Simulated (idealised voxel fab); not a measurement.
process module | voxel self aligned vias
cross-section cut | 250 nm wide | cells 5 nm
A cross-section is a grid of square cells, given in bands from the top down. A band is one or more rows of cells.
Each band's line starts with the height of the band's top and of its bottom, in nm. Then come its materials from left to right, each with its width in nm. One material with "throughout" fills the band from edge to edge. "air" is empty space.
Height 0 is the level under which the wafer as received is all one material. The lowest band goes on downwards, as in "0 down".
A width such as "30 to 40" changes by the same amount from each row of cells to the next, from the band's top row to its bottom row.
"no change" after a step means that no cell of the cross-section changed.
closed voids: empty space of 8 cells or more with no open way to the top, each as width x height at its distance from the left edge, in nm
after a step's settings: what the simulator itself notes on the step
overlay nm, on a step with a mask: how far to the right of its planned place the mask lay; to the left if negative
Each pair below shows a cross-section before one step and the cross-section after it, down to the lowest band that changed. The line under each pair gives the step between them, with its settings. The pairs can come from different runs of this module on the same starting wafer, so a pair continues from the pair above only where its "before" says so.
before
  65 to 60: TiN 75 | air 30 | TiN 40 | air 30 | TiN 75
  60 to 50: lowk 70 | TiN 5 | air 30 | TiN 5 | lowk 30 | TiN 5 | air 30 | TiN 5 | lowk 70
  50 to 40: lowk 70 to 75 | TiN 10 to 5 | air 20 | TiN 10 to 5 | lowk 30 to 40 | TiN 10 to 5 | air 20 | TiN 10 to 5 | lowk 70 to 75
  40 to 35: lowk 75 | TiN 30 | lowk 40 | TiN 30 | lowk 75
  35 to 20: lowk 75 | TiN 5 | Ru 20 | TiN 5 | lowk 40 | TiN 5 | Ru 20 | TiN 5 | lowk 75
  20 to 15: lowk 75 | TiN 30 | lowk 40 | TiN 30 | lowk 75
  15 to 10: SiCN throughout
  10 to 0: SiO2 throughout
  0 down: Si throughout
  closed voids: none
after
  70 to 65: Ru throughout
  65 to 60: TiN 75 | Ru 30 | TiN 40 | Ru 30 | TiN 75
  60 to 50: lowk 70 | TiN 5 | Ru 30 | TiN 5 | lowk 30 | TiN 5 | Ru 30 | TiN 5 | lowk 70
  50 to 40: lowk 70 to 75 | TiN 10 to 5 | Ru 20 | TiN 10 to 5 | lowk 30 to 40 | TiN 10 to 5 | Ru 20 | TiN 10 to 5 | lowk 70 to 75
  below 40: unchanged
  closed voids: none
the step between: op FILL_DEP | material Ru | thk nm 5
before: the cross-section after the pair above
after
  60 to 50: lowk 70 | TiN 5 | Ru 30 | TiN 5 | lowk 30 | TiN 5 | Ru 30 | TiN 5 | lowk 70
  below 50: unchanged
  closed voids: none
the step between: op CMP | height nm 60
before: the cross-section after the pair above
after
  65 to 60: SiCN throughout
  below 60: unchanged
  closed voids: none
the step between: op CONFORMAL_DEP | material SiCN | thk nm 5
before
  70 to 60: aC throughout
  60 to 45: lowk throughout
  45 to 35: lowk 80 | SiN 20 | lowk 50 | SiN 20 | lowk 80
  35 to 20: lowk 80 | TiN 5 | Ru 10 | TiN 5 | lowk 50 | TiN 5 | Ru 10 | TiN 5 | lowk 80
  20 to 15: lowk 80 | TiN 20 | lowk 50 | TiN 20 | lowk 80
  15 to 10: SiCN throughout
  10 to 0: SiO2 throughout
  0 down: Si throughout
  closed voids: none
after
  95 to 70: resist 65 | air 40 | resist 30 | air 40 | resist 75
  below 70: unchanged
  closed voids: none
the step between: op PATTERN | tone open | mask id VIAS | material resist | width nm 40 | pitch nm 70 | thk nm 25 | overlay nm -5
before: the cross-section after the pair above
after
  85 to 70: resist 65 | air 40 | resist 30 | air 40 | resist 75
  70 to 60: aC 65 | air 40 | aC 30 | air 40 | aC 75
  below 60: unchanged
  closed voids: none
the step between: op DIRECTIONAL_ETCH | etch materials aC | depth nm 10
before: the cross-section after the pair above
after
  70 to 60: aC 65 | air 40 | aC 30 | air 40 | aC 75
  below 60: unchanged
  closed voids: none
the step between: op STRIP | etch materials resist
before: the cross-section after the pair above
after
  70 to 60: aC 65 | air 40 | aC 30 | air 40 | aC 75
  60 to 45: lowk 65 | air 40 | lowk 30 | air 40 | lowk 75
  below 45: unchanged
  closed voids: none
the step between: op DIRECTIONAL_ETCH | etch materials lowk | depth nm 15
before: the cross-section after the pair above
after
  70 to 60: aC 65 | air 40 | aC 30 | air 40 | aC 75
  60 to 45: lowk 65 | air 40 | lowk 30 | air 40 | lowk 75
  45 to 35: lowk 80 | air 20 | lowk 50 | air 20 | lowk 80
  below 35: unchanged
  closed voids: none
the step between: op DIRECTIONAL_ETCH | etch materials SiN | depth nm 10
before: the cross-section after the pair above
after
  60 to 45: lowk 65 | air 40 | lowk 30 | air 40 | lowk 75
  below 45: unchanged
  closed voids: none
the step between: op STRIP | etch materials aC
before: the cross-section after the pair above
after
  65 to 60: TiN 70 | air 30 | TiN 40 | air 30 | TiN 80
  60 to 50: lowk 65 | TiN 5 | air 30 | TiN 5 | lowk 30 | TiN 5 | air 30 | TiN 5 | lowk 75
  50 to 40: lowk 65 to 80 | TiN 20 to 5 | air 10 | TiN 10 to 5 | lowk 30 to 50 | TiN 20 to 5 | air 10 | TiN 10 to 5 | lowk 75 to 80
  40 to 35: lowk 80 | TiN 20 | lowk 50 | TiN 20 | lowk 80
  below 35: unchanged
  closed voids: none
the step between: op CONFORMAL_DEP | material TiN | thk nm 5
before: the cross-section after the pair above
after
  70 to 65: Ru throughout
  65 to 60: TiN 70 | Ru 30 | TiN 40 | Ru 30 | TiN 80
  60 to 50: lowk 65 | TiN 5 | Ru 30 | TiN 5 | lowk 30 | TiN 5 | Ru 30 | TiN 5 | lowk 75
  50 to 40: lowk 65 to 80 | TiN 20 to 5 | Ru 10 | TiN 10 to 5 | lowk 30 to 50 | TiN 20 to 5 | Ru 10 | TiN 10 to 5 | lowk 75 to 80
  below 40: unchanged
  closed voids: none
the step between: op FILL_DEP | material Ru | thk nm 5
before: the cross-section after the pair above
after
  60 to 50: lowk 65 | TiN 5 | Ru 30 | TiN 5 | lowk 30 | TiN 5 | Ru 30 | TiN 5 | lowk 75
  below 50: unchanged
  closed voids: none
the step between: op CMP | height nm 60
before: the cross-section after the pair above
after
  65 to 60: SiCN throughout
  below 60: unchanged
  closed voids: none
the step between: op CONFORMAL_DEP | material SiCN | thk nm 5
before
  45 to 35: lowk 80 | SiN 20 | lowk 50 | SiN 20 | lowk 80
  35 to 20: lowk 80 | TiN 5 | Ru 10 | TiN 5 | lowk 50 | TiN 5 | Ru 10 | TiN 5 | lowk 80
  20 to 15: lowk 80 | TiN 20 | lowk 50 | TiN 20 | lowk 80
  15 to 10: SiCN throughout
  10 to 0: SiO2 throughout
  0 down: Si throughout
  closed voids: none
after
  60 to 45: SiN throughout
  below 45: unchanged
  closed voids: none
the step between: op DIRECTIONAL_DEP | material SiN | thk nm 15
before: the cross-section after the pair above
after
  70 to 60: aC throughout
  below 60: unchanged
  closed voids: none
the step between: op DIRECTIONAL_DEP | material aC | thk nm 10
before: the cross-section after the pair above
after
  95 to 70: resist 70 | air 40 | resist 30 | air 40 | resist 70
  below 70: unchanged
  closed voids: none
the step between: op PATTERN | tone open | mask id VIAS | material resist | width nm 40 | pitch nm 70 | thk nm 25 | overlay nm 0
before: the cross-section after the pair above
after
  85 to 70: resist 70 | air 40 | resist 30 | air 40 | resist 70
  70 to 60: aC 70 | air 40 | aC 30 | air 40 | aC 70
  below 60: unchanged
  closed voids: none
the step between: op DIRECTIONAL_ETCH | etch materials aC | depth nm 10
before: the cross-section after the pair above
after
  70 to 60: aC 70 | air 40 | aC 30 | air 40 | aC 70
  below 60: unchanged
  closed voids: none
the step between: op STRIP | etch materials resist
before: the cross-section after the pair above
after
  70 to 60: aC 70 | air 40 | aC 30 | air 40 | aC 70
  60 to 50: SiN 70 | air 40 | SiN 30 | air 40 | SiN 70
  below 50: unchanged
  closed voids: none
the step between: op DIRECTIONAL_ETCH | etch materials SiN | depth nm 10
before: the cross-section after the pair above
after
  60 to 50: SiN 70 | air 40 | SiN 30 | air 40 | SiN 70
  below 50: unchanged
  closed voids: none
the step between: op STRIP | etch materials aC
before: the cross-section after the pair above
after
  65 to 60: TiN 75 | air 30 | TiN 40 | air 30 | TiN 75
  60 to 55: SiN 70 | TiN 5 | air 30 | TiN 5 | SiN 30 | TiN 5 | air 30 | TiN 5 | SiN 70
  55 to 50: SiN 70 | TiN 40 | SiN 30 | TiN 40 | SiN 70
  below 50: unchanged
  closed voids: none
the step between: op CONFORMAL_DEP | material TiN | thk nm 5
before: the cross-section after the pair above
after
  70 to 65: Ru throughout
  65 to 60: TiN 75 | Ru 30 | TiN 40 | Ru 30 | TiN 75
  60 to 55: SiN 70 | TiN 5 | Ru 30 | TiN 5 | SiN 30 | TiN 5 | Ru 30 | TiN 5 | SiN 70
  below 55: unchanged
  closed voids: none
the step between: op FILL_DEP | material Ru | thk nm 5
before: the cross-section after the pair above
after
  60 to 55: SiN 70 | TiN 5 | Ru 30 | TiN 5 | SiN 30 | TiN 5 | Ru 30 | TiN 5 | SiN 70
  below 55: unchanged
  closed voids: none
the step between: op CMP | height nm 60
before: the cross-section after the pair above
after
  65 to 60: SiCN throughout
  below 60: unchanged
  closed voids: none
the step between: op CONFORMAL_DEP | material SiCN | thk nm 5
before
  70 to 60: aC throughout
  60 to 45: lowk throughout
  45 to 35: lowk 80 | SiN 20 | lowk 50 | SiN 20 | lowk 80
  35 to 20: lowk 80 | TiN 5 | Ru 10 | TiN 5 | lowk 50 | TiN 5 | Ru 10 | TiN 5 | lowk 80
  20 to 15: lowk 80 | TiN 20 | lowk 50 | TiN 20 | lowk 80
  15 to 10: SiCN throughout
  10 to 0: SiO2 throughout
  0 down: Si throughout
  closed voids: none
after
  95 to 70: air 70 | resist 40 | air 30 | resist 40 | air 70
  below 70: unchanged
  closed voids: none
the step between: op PATTERN | tone cover | mask id VIAS | material resist | width nm 40 | pitch nm 70 | thk nm 25 | overlay nm 0
before: the cross-section after the pair above
after
  85 to 70: air 70 | resist 40 | air 30 | resist 40 | air 70
  70 to 60: air 70 | aC 40 | air 30 | aC 40 | air 70
  below 60: unchanged
  closed voids: none
the step between: op DIRECTIONAL_ETCH | etch materials aC | depth nm 10
before: the cross-section after the pair above
after
  70 to 60: air 70 | aC 40 | air 30 | aC 40 | air 70
  below 60: unchanged
  closed voids: none
the step between: op STRIP | etch materials resist
before: the cross-section after the pair above
after
  70 to 60: air 70 | aC 40 | air 30 | aC 40 | air 70
  60 to 45: air 70 | lowk 40 | air 30 | lowk 40 | air 70
  below 45: unchanged
  closed voids: none
the step between: op DIRECTIONAL_ETCH | etch materials lowk | depth nm 15
before: the cross-section after the pair above
after
  60 to 45: air 70 | lowk 40 | air 30 | lowk 40 | air 70
  below 45: unchanged
  closed voids: none
the step between: op STRIP | etch materials aC
before: the cross-section after the pair above
after
  65 to 60: air 65 | TiN 50 | air 20 | TiN 50 | air 65
  60 to 50: air 65 | TiN 5 | lowk 40 | TiN 5 | air 20 | TiN 5 | lowk 40 | TiN 5 | air 65
  50 to 45: TiN 70 | lowk 40 | TiN 30 | lowk 40 | TiN 70
  below 45: unchanged
  closed voids: none
the step between: op CONFORMAL_DEP | material TiN | thk nm 5
before: the cross-section after the pair above
after
  70 to 65: Ru throughout
  65 to 60: Ru 65 | TiN 50 | Ru 20 | TiN 50 | Ru 65
  60 to 50: Ru 65 | TiN 5 | lowk 40 | TiN 5 | Ru 20 | TiN 5 | lowk 40 | TiN 5 | Ru 65
  below 50: unchanged
  closed voids: none
the step between: op FILL_DEP | material Ru | thk nm 5
before: the cross-section after the pair above
after
  60 to 50: Ru 65 | TiN 5 | lowk 40 | TiN 5 | Ru 20 | TiN 5 | lowk 40 | TiN 5 | Ru 65
  below 50: unchanged
  closed voids: none
the step between: op CMP | height nm 60
before: the cross-section after the pair above
after
  65 to 60: SiCN throughout
  below 60: unchanged
  closed voids: none
the step between: op CONFORMAL_DEP | material SiCN | thk nm 5
